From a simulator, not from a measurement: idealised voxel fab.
process module | voxel trench capacitor
cross-section cut | 230 nm wide | cells 5 nm
A cross-section is a grid of square cells, given in bands from the top down. A band is one or more rows of cells.
Each band's line starts with the height of the band's top and of its bottom, in nm. Then come its materials from left to right, each with its width in nm. One material with "throughout" fills the band from edge to edge. "air" is empty space.
Height 0 is the level under which the wafer as received is all one material. The lowest band goes on downwards, as in "0 down".
A width such as "30 to 40" changes by the same amount from each row of cells to the next, from the band's top row to its bottom row.
"no change" after a step means that no cell of the cross-section changed.
closed voids: empty space of 8 cells or more with no open way to the top, each as width x height at its distance from the left edge, in nm
after a step's settings: what the simulator itself notes on the step
overlay nm, on a step with a mask: how far to the right of its planned place the mask lay; to the left if negative
plan
1 op RECEIVE | material Si
2 op CONFORMAL_DEP | material SiN | thk nm 5
3 op DIRECTIONAL_DEP | material aC | thk nm 15
4 op PATTERN | tone open | mask id TRENCH | material resist | width nm 20 | pitch nm 40 | thk nm 30 | overlay nm 0
5 op DIRECTIONAL_ETCH | etch materials aC | depth nm 15
6 op STRIP | etch materials resist
7 op DIRECTIONAL_ETCH | etch materials SiN | depth nm 5
8 op DIRECTIONAL_ETCH | etch materials Si | depth nm 25
9 op STRIP | etch materials aC
10 op CONFORMAL_DEP | material SiO2 | thk nm 5
11 op FILL_DEP | material polySi | thk nm 10
12 op CMP | height nm 5
first wafer, as planned
as received, after step 1
  0 down: Si throughout
  closed voids: none
after step 2
  5 to 0: SiN throughout
  below 0: unchanged
after step 3
  20 to 5: aC throughout
  below 5: unchanged
after step 4
  50 to 20: resist 85 | air 20 | resist 20 | air 20 | resist 85
  below 20: unchanged
after step 5
  35 to 20: resist 85 | air 20 | resist 20 | air 20 | resist 85
  20 to 5: aC 85 | air 20 | aC 20 | air 20 | aC 85
  below 5: unchanged
after step 6
  20 to 5: aC 85 | air 20 | aC 20 | air 20 | aC 85
  below 5: unchanged
after step 7
  20 to 5: aC 85 | air 20 | aC 20 | air 20 | aC 85
  5 to 0: SiN 85 | air 20 | SiN 20 | air 20 | SiN 85
  below 0: unchanged
after step 8
  20 to 5: aC 85 | air 20 | aC 20 | air 20 | aC 85
  5 to 0: SiN 85 | air 20 | SiN 20 | air 20 | SiN 85
  0 to -25: Si 85 | air 20 | Si 20 | air 20 | Si 85
  below -25: unchanged
after step 9
  5 to 0: SiN 85 | air 20 | SiN 20 | air 20 | SiN 85
  below 0: unchanged
after step 10
  10 to 5: SiO2 90 | air 10 | SiO2 30 | air 10 | SiO2 90
  5 to 0: SiN 85 | SiO2 5 | air 10 | SiO2 5 | SiN 20 | SiO2 5 | air 10 | SiO2 5 | SiN 85
  0 to -20: Si 85 | SiO2 5 | air 10 | SiO2 5 | Si 20 | SiO2 5 | air 10 | SiO2 5 | Si 85
  -20 to -25: Si 85 | SiO2 20 | Si 20 | SiO2 20 | Si 85
  below -25: unchanged
after step 11
  20 to 10: polySi throughout
  10 to 5: SiO2 90 | polySi 10 | SiO2 30 | polySi 10 | SiO2 90
  5 to 0: SiN 85 | SiO2 5 | polySi 10 | SiO2 5 | SiN 20 | SiO2 5 | polySi 10 | SiO2 5 | SiN 85
  0 to -20: Si 85 | SiO2 5 | polySi 10 | SiO2 5 | Si 20 | SiO2 5 | polySi 10 | SiO2 5 | Si 85
  below -20: unchanged
after step 12
  5 to 0: SiN 85 | SiO2 5 | polySi 10 | SiO2 5 | SiN 20 | SiO2 5 | polySi 10 | SiO2 5 | SiN 85
  below 0: unchanged
second wafer: like start, like plan, one mistake. Through step 3 it matches the first wafer
when step 4 should have ended
  50 to 20: air 85 | resist 20 | air 20 | resist 20 | air 85
  below 20: unchanged
when step 5 should have ended
  35 to 20: air 85 | resist 20 | air 20 | resist 20 | air 85
  20 to 5: air 85 | aC 20 | air 20 | aC 20 | air 85
  below 5: unchanged
when step 6 should have ended
  20 to 5: air 85 | aC 20 | air 20 | aC 20 | air 85
  below 5: unchanged
when step 7 should have ended
  20 to 5: air 85 | aC 20 | air 20 | aC 20 | air 85
  5 to 0: air 85 | SiN 20 | air 20 | SiN 20 | air 85
  below 0: unchanged
when step 8 should have ended
  20 to 5: air 85 | aC 20 | air 20 | aC 20 | air 85
  5 to 0: air 85 | SiN 20 | air 20 | SiN 20 | air 85
  0 to -25: air 85 | Si 20 | air 20 | Si 20 | air 85
  below -25: unchanged
when step 9 should have ended
  5 to 0: air 85 | SiN 20 | air 20 | SiN 20 | air 85
  below 0: unchanged
when step 10 should have ended
  10 to 5: air 80 | SiO2 30 | air 10 | SiO2 30 | air 80
  5 to 0: air 80 | SiO2 5 | SiN 20 | SiO2 5 | air 10 | SiO2 5 | SiN 20 | SiO2 5 | air 80
  0 to -20: air 80 | SiO2 5 | Si 20 | SiO2 5 | air 10 | SiO2 5 | Si 20 | SiO2 5 | air 80
  -20 to -25: SiO2 85 | Si 20 | SiO2 20 | Si 20 | SiO2 85
  below -25: unchanged
when step 11 should have ended
  20 to 10: polySi throughout
  10 to 5: polySi 80 | SiO2 30 | polySi 10 | SiO2 30 | polySi 80
  5 to 0: polySi 80 | SiO2 5 | SiN 20 | SiO2 5 | polySi 10 | SiO2 5 | SiN 20 | SiO2 5 | polySi 80
  0 to -20: polySi 80 | SiO2 5 | Si 20 | SiO2 5 | polySi 10 | SiO2 5 | Si 20 | SiO2 5 | polySi 80
  below -20: unchanged
when step 12 should have ended
  5 to 0: polySi 80 | SiO2 5 | SiN 20 | SiO2 5 | polySi 10 | SiO2 5 | SiN 20 | SiO2 5 | polySi 80
  below 0: unchanged
what went wrong: step 4 ran as: op PATTERN | tone cover | mask id TRENCH | material resist | width nm 20 | pitch nm 40 | thk nm 30 | overlay nm 0
at the end the second wafer has, in cells: 150 fewer of Si | 30 fewer of SiN | 30 more of SiO2 | 150 more of polySi
